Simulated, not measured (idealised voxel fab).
Process module under the name voxel plated lines
Section cut is 295 nm wide and gridded with 5 nm square cells.
Square cells in a grid make up a cross-section in this document, and the grid is given as bands, listed from the top down, each one or more rows of cells.
Look at the band entry: it leads with the top's height and the bottom's height in nm. Then it lists the materials left to right, with a width in nm for each. The word "edge to edge" on a single material says that material fills the band edge to edge. The word "empty" is empty space.
Heights are expressed relative to 0, this being the level below which the as-received wafer comprises one material exclusively. The lowest band is unbounded in the downward direction and is denoted as in "0 down".
You'd read "30->40" like this: the band's top row of cells is as wide as the first number, its bottom row is as wide as the second, and going down, every row changes width by the same amount as the row before did.
The cross-section has no changed cell in any step marked "no change".
If an empty space has no open way to the top and is at least 8 cells in size, "Sealed void inventory" lists it, written width x height at distance, where distance is measured from the left edge and every value is in nm.
The remark found on a step's line after its settings is issued by the simulator itself and pertains to that step.
On any step carrying a mask, the "overlay nm" setting, if present on the step's line, tells how far right of its planned place the mask lay; negative values point to the left.
### Process steps foreseen in the plan
1) op RECEIVE | material Si
2) op CONFORMAL_DEP | material Al2O3 | thk nm 15
3) op DIRECTIONAL_DEP | material TiN | thk nm 5
4) op PATTERN | tone open | mask id LINES | material resist | width nm 30 | pitch nm 55 | thk nm 20 | overlay nm 0
5) op EPI | material Ru | thk nm 5
6) op STRIP | etch materials resist
7) op DIRECTIONAL_ETCH | etch materials TiN | depth nm 5
8) op CONFORMAL_DEP | material SiN | thk nm 10
### Concerning the first of two wafers, which was run in accordance with the plan
### Cross-section of the wafer as it came to us, i.e., already through step 1
    0 down = Si edge to edge
    Sealed void inventory: none
### Wafer section view after processing step 2
    15 to 0 = Al2O3 edge to edge
    No changes below 0.
### Wafer section view after processing step 3
    20 to 15 = TiN edge to edge
    No changes below 15.
### Wafer section view after processing step 4
    40 to 20 = 105 of resist  30 of empty  25 of resist  30 of empty  105 of resist
    No changes below 20.
### Wafer section view after processing step 5
    40 to 25 = 105 of resist  30 of empty  25 of resist  30 of empty  105 of resist
    25 to 20 = 105 of resist  30 of Ru  25 of resist  30 of Ru  105 of resist
    No changes below 20.
### Wafer section view after processing step 6
    25 to 20 = 105 of empty  30 of Ru  25 of empty  30 of Ru  105 of empty
    No changes below 20.
### Wafer section view after processing step 7
    25 to 20 = 105 of empty  30 of Ru  25 of empty  30 of Ru  105 of empty
    20 to 15 = 105 of empty  30 of TiN  25 of empty  30 of TiN  105 of empty
    No changes below 15.
### Wafer section view after processing step 8
    35 to 25 = 95 of empty  50 of SiN  5 of empty  50 of SiN  95 of empty
    25 to 20 = 105 of SiN  30 of Ru  25 of SiN  30 of Ru  105 of SiN
    20 to 15 = 105 of SiN  30 of TiN  25 of SiN  30 of TiN  105 of SiN
    No changes below 15.
### The second wafer began exactly as the first did and followed the same plan, but one mistake was made while running it; through step 3 inclusive, the two wafers are identical
### Cross-section: second wafer, time at which step 4 was scheduled to end
    40 to 20 = 115 of resist  30 of empty  25 of resist  30 of empty  95 of resist
    No changes below 20.
### Cross-section: second wafer, time at which step 5 was scheduled to end
    40 to 25 = 115 of resist  30 of empty  25 of resist  30 of empty  95 of resist
    25 to 20 = 115 of resist  30 of Ru  25 of resist  30 of Ru  95 of resist
    No changes below 20.
### Cross-section: second wafer, time at which step 6 was scheduled to end
    25 to 20 = 115 of empty  30 of Ru  25 of empty  30 of Ru  95 of empty
    No changes below 20.
### Cross-section: second wafer, time at which step 7 was scheduled to end
    25 to 20 = 115 of empty  30 of Ru  25 of empty  30 of Ru  95 of empty
    20 to 15 = 115 of empty  30 of TiN  25 of empty  30 of TiN  95 of empty
    No changes below 15.
### Cross-section: second wafer, time at which step 8 was scheduled to end
    35 to 25 = 105 of empty  50 of SiN  5 of empty  50 of SiN  85 of empty
    25 to 20 = 115 of SiN  30 of Ru  25 of SiN  30 of Ru  95 of SiN
    20 to 15 = 115 of SiN  30 of TiN  25 of SiN  30 of TiN  95 of SiN
    No changes below 15.
Deviation from plan: for step 4, the planned setting was not used; the step was instead run as op PATTERN | tone open | mask id LINES | material resist | width nm 30 | pitch nm 55 | thk nm 20 | overlay nm 10
Heads up: at the end the two wafers have identical cell counts per material, they're just laid out differently.
